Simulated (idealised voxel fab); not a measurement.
Process module in this document: voxel wiring stack
We display cut, a cross-section 160 nm in width whose square cells are each 5 nm.
How to read a cross-section here: the picture is a grid of square cells, written as bands going from the top down, and any band can span one or more rows of cells. Per band: top height and bottom height in nm, followed by the left-to-right materials and their widths in nm; "all across" marks a single material spanning edge to edge, "blank" marks empty space. Basically, 0 is our baseline, since under it the wafer straight out of the box is all one material. The bottom band has no lower end and keeps on going down, so it looks like "z 0 and below". A two-number width, for instance "30->40", indicates that the width is equal to the first number in the top row of the band and to the second number in the bottom row, and that it changes by a constant amount per row of cells. It should be understood that the words "nothing was modified", when stated for a given step, signify that the cross-section underwent no change in any of its cells during that step. You'll see "Non-vented voids" listing empty spaces that have no way open to the top, as long as they're 8 cells or more; the notation is width x height at distance, where the distance is from the left edge, and all of it is in nm. Text after the settings on a step's line: the simulator's own remark on that step. On any step carrying a mask, the "overlay nm" setting, if present on the step's line, tells how far right of its planned place the mask lay; negative values point to the left.
### Planned process steps
1 RECEIVE (material Si)
2 CONFORMAL_DEP (material SiO2; thk nm 15)
3 DIRECTIONAL_DEP (material TiN; thk nm 5)
4 DIRECTIONAL_DEP (material W; thk nm 20)
5 MASKED_ETCH (tone cover; mask id METAL_1; width nm 20; pitch nm 50; etch materials W; depth nm 20; overlay nm 0)
6 MASKED_ETCH (tone cover; mask id METAL_1; width nm 20; pitch nm 50; etch materials TiN; depth nm 5; overlay nm 0)
7 FILL_DEP (material SiO2; thk nm 10)
8 CMP (height nm 40)
9 CONFORMAL_DEP (material SiCN; thk nm 5)
10 DIRECTIONAL_DEP (material SiO2; thk nm 20)
11 DIRECTIONAL_DEP (material aC; thk nm 15)
12 PATTERN (tone open; mask id PLUG_1; material resist; width nm 15; pitch nm 50; thk nm 35; overlay nm 0)
13 DIRECTIONAL_ETCH (etch materials aC; depth nm 15)
14 STRIP (etch materials resist)
15 DIRECTIONAL_ETCH (etch materials SiO2; depth nm 20)
16 DIRECTIONAL_ETCH (etch materials SiCN; depth nm 5)
17 STRIP (etch materials aC)
18 EPI (material Ru; thk nm 10)
19 EPI (material Ru; thk nm 10)
20 EPI (material Ru; thk nm 5)
21 DIRECTIONAL_DEP (material TiN; thk nm 5)
22 DIRECTIONAL_DEP (material Ru; thk nm 25)
23 PATTERN (tone cover; mask id METAL_2; material resist; width nm 20; pitch nm 50; thk nm 15; overlay nm 0)
24 DIRECTIONAL_ETCH (etch materials Ru; depth nm 25)
25 DIRECTIONAL_ETCH (etch materials TiN; depth nm 5)
26 STRIP (etch materials resist)
27 FILL_DEP (material SiO2; thk nm 10)
28 CMP (height nm 95)
29 CONFORMAL_DEP (material SiCN; thk nm 5)
### Delivered wafer in cross-section: state after step 1
z 0 and below | Si all across
Non-vented voids: none
### Starting wafer: above. Plan: above. Run: one mistake. Cross-section after the module: below
z 100 to 95 | SiCN all across
z 95 to 70 | SiO2 (35)  Ru (5)  SiO2 (45)  Ru (5)  SiO2 (45)  Ru (5)  SiO2 (20)
z 70 to 65 | SiO2 (20)  Ru (15)  TiN (5)  SiO2 (30)  Ru (15)  TiN (5)  SiO2 (30)  Ru (15)  TiN (5)  SiO2 (20)
z 65 to 45 | SiO2 (20)  Ru (15)  SiO2 (35)  Ru (15)  SiO2 (35)  Ru (15)  SiO2 (25)
z 45 to 40 | SiCN (20)  TiN (15)  SiCN (35)  TiN (15)  SiCN (35)  TiN (15)  SiCN (25)
z 40 to 35 | SiO2 all across
z 35 to 15 | SiO2 (20)  W (20)  SiO2 (30)  W (20)  SiO2 (30)  W (20)  SiO2 (20)
z 15 to 0 | SiO2 all across
z 0 and below | Si all across
Non-vented voids: none
Short version of what went wrong: the plan's step 3 was left out and never carried out
